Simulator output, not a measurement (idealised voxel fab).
Herein follows the process module entitled voxel lift off.
The width of the displayed cross-section, cut, is 180 nm; its cells are square, with a size of 5 nm.
The cross-sections in this document take the form of a grid made of square cells. They are written out as bands, in order from top to bottom. Each band consists of one or more rows of cells.
Each band's line starts with the height of the band's top and of its bottom, in nm. Then come its materials from left to right, each with its width in nm. One material with "edge to edge" fills the band from edge to edge. "empty" is empty space.
Convention: height 0 is the level below which the wafer, as received, is all one material. The lowest band does not terminate at the bottom but continues downward, represented as "from 0 down".
It should be noted that a width expressed as "30 to 40" varies in equal increments from row to row of cells within the band, taking the value of the first number at the top row and that of the second number at the bottom row.
When a step is marked "stayed the same", none of the cells in the cross-section changed during that step.
"Voids lacking openings": sealed empty spaces, 8 cells or more, no open way to top, listed width x height at distance, with distance from the left edge and width, height and distance in nm.
What comes after the settings on a step's line is commentary from the simulator itself on that step.
The "overlay nm" setting may appear on a step's line; for a step that uses a mask, it gives how far to the right of its planned position the mask lay, and a negative value indicates the left.
### Steps in the process plan
1,RECEIVE [material Si]
2,CONFORMAL_DEP [material SiN] [thk nm 5]
3,PATTERN [tone open] [mask id LINES] [material resist] [width nm 30] [pitch nm 45] [thk nm 20] [overlay nm 0]
4,DIRECTIONAL_DEP [material Ru] [thk nm 10]
5,STRIP [etch materials resist]
6,CONFORMAL_DEP [material SiCN] [thk nm 5]
### The first of the two wafers, which ran as planned
### This is the cross-section of the wafer as we received it, i.e. after step 1
> from 0 down: Si edge to edge
> Voids lacking openings: none
### The wafer, seen in cross-section, after step 2
> from 5 to 0: SiN edge to edge
> Everything under 0 stays put, no change at all.
### The wafer, seen in cross-section, after step 3
> from 25 to 5: resist: 30, empty: 30, resist: 15, empty: 30, resist: 15, empty: 30, resist: 30
> Everything under 5 stays put, no change at all.
### The wafer, seen in cross-section, after step 4
> from 35 to 25: Ru: 30, empty: 30, Ru: 15, empty: 30, Ru: 15, empty: 30, Ru: 30
> from 25 to 15: resist: 30, empty: 30, resist: 15, empty: 30, resist: 15, empty: 30, resist: 30
> from 15 to 5: resist: 30, Ru: 30, resist: 15, Ru: 30, resist: 15, Ru: 30, resist: 30
> Everything under 5 stays put, no change at all.
### The wafer, seen in cross-section, after step 5
> from 15 to 5: empty: 30, Ru: 30, empty: 15, Ru: 30, empty: 15, Ru: 30, empty: 30
> Everything under 5 stays put, no change at all.
### The wafer, seen in cross-section, after step 6
> from 20 to 15: empty: 25, SiCN: 40, empty: 5, SiCN: 40, empty: 5, SiCN: 40, empty: 25
> from 15 to 10: empty: 25, SiCN: 5, Ru: 30, SiCN: 5, empty: 5, SiCN: 5, Ru: 30, SiCN: 5, empty: 5, SiCN: 5, Ru: 30, SiCN: 5, empty: 25
> from 10 to 5: SiCN: 30, Ru: 30, SiCN: 15, Ru: 30, SiCN: 15, Ru: 30, SiCN: 30
> Everything under 5 stays put, no change at all.
### Second Wafer (Identical Start and Plan, One Processing Error; Matches First Wafer Through Step 2)
### The second wafer in cross-section, at the planned close of step 3
> from 25 to 5: resist: 35, empty: 25, resist: 20, empty: 25, resist: 20, empty: 25, resist: 30
> Everything under 5 stays put, no change at all.
### The second wafer in cross-section, at the planned close of step 4
> from 35 to 25: Ru: 35, empty: 25, Ru: 20, empty: 25, Ru: 20, empty: 25, Ru: 30
> from 25 to 15: resist: 35, empty: 25, resist: 20, empty: 25, resist: 20, empty: 25, resist: 30
> from 15 to 5: resist: 35, Ru: 25, resist: 20, Ru: 25, resist: 20, Ru: 25, resist: 30
> Everything under 5 stays put, no change at all.
### The second wafer in cross-section, at the planned close of step 5
> from 15 to 5: empty: 35, Ru: 25, empty: 20, Ru: 25, empty: 20, Ru: 25, empty: 30
> Everything under 5 stays put, no change at all.
### The second wafer in cross-section, at the planned close of step 6
> from 20 to 15: empty: 30, SiCN: 35, empty: 10, SiCN: 35, empty: 10, SiCN: 35, empty: 25
> from 15 to 10: empty: 30, SiCN: 5, Ru: 25, SiCN: 5, empty: 10, SiCN: 5, Ru: 25, SiCN: 5, empty: 10, SiCN: 5, Ru: 25, SiCN: 5, empty: 25
> from 10 to 5: SiCN: 35, Ru: 25, SiCN: 20, Ru: 25, SiCN: 20, Ru: 25, SiCN: 30
> Everything under 5 stays put, no change at all.
The plan and the run diverged here: step 3 changed vs plan, executed as PATTERN [tone open] [mask id LINES] [material resist] [width nm 25] [pitch nm 45] [thk nm 20] [overlay nm 0]
FYI, end of process, the second wafer has more or fewer cells of some materials than the first: Ru: 6 fewer
